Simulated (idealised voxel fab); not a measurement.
The document below concerns the process module designated voxel plated lines.
Cross-sectional view cut (width: 265 nm; square cell size: 5 nm).
The cross-sections in this document take the form of a grid made of square cells. They are written out as bands, in order from top to bottom. Each band consists of one or more rows of cells.
Heads up on the band format: heights come first, top then bottom, in nm. After that it's the materials left to right, each with its width in nm. A single material flagged "full width" fills the whole band edge to edge, and "air" means there's empty space there.
Convention: height 0 is the level below which the wafer, as received, is all one material. The lowest band does not terminate at the bottom but continues downward, represented as "0 and below".
A width given as "30 to 40" starts at the first number in the band's top row and ends at the second number in its bottom row, shifting by an equal amount at every step from row to row.
Any step labelled "no change occurred" changed none of the cells in the cross-section.
This entry, "Enclosed internal voids", enumerates those empty regions of no fewer than 8 cells that possess no open connection to the top. Each region is reported in the form width x height at distance, the distance being taken from the left edge, with all three quantities expressed in nm.
after a step's settings: what the simulator itself notes on the step
overlay nm: mask offset rightward from planned place, masked step; negative means leftward offset.

### These are the steps we planned for the process
1,RECEIVE: material Si
2,CONFORMAL_DEP: material SiO2, thk nm 5
3,DIRECTIONAL_DEP: material TiN, thk nm 5
4,PATTERN: tone open, mask id LINES, material resist, width nm 15, pitch nm 40, thk nm 25, overlay nm 0
5,EPI: material Ru, thk nm 5
6,EPI: material Ru, thk nm 5
7,STRIP: etch materials resist
8,DIRECTIONAL_ETCH: etch materials TiN, depth nm 5
9,CONFORMAL_DEP: material SiCN, thk nm 10

### Wafer as received: cross-section following step 1
> 0 and below  Si full width
> Enclosed internal voids: none

### Post-module cross-section: identical start and plan to those above, one misstep in execution
> 40 down to 30  air=95, SiCN=35, air=5, SiCN=35, air=95
> 30 down to 25  air=95, SiCN=10, Ru=15, SiCN=10, air=5, SiCN=10, Ru=15, SiCN=10, air=95
> 25 down to 20  SiCN=105, Ru=15, SiCN=25, Ru=15, SiCN=105
> 20 down to 15  SiCN=105, TiN=15, SiCN=25, TiN=15, SiCN=105
> 15 down to 5  TiN full width
> 5 down to 0  SiO2 full width
> 0 and below  Si full width
> Enclosed internal voids: none
Here's what went sideways: step 3 did not happen as planned, as run it was DIRECTIONAL_DEP: material TiN, thk nm 15
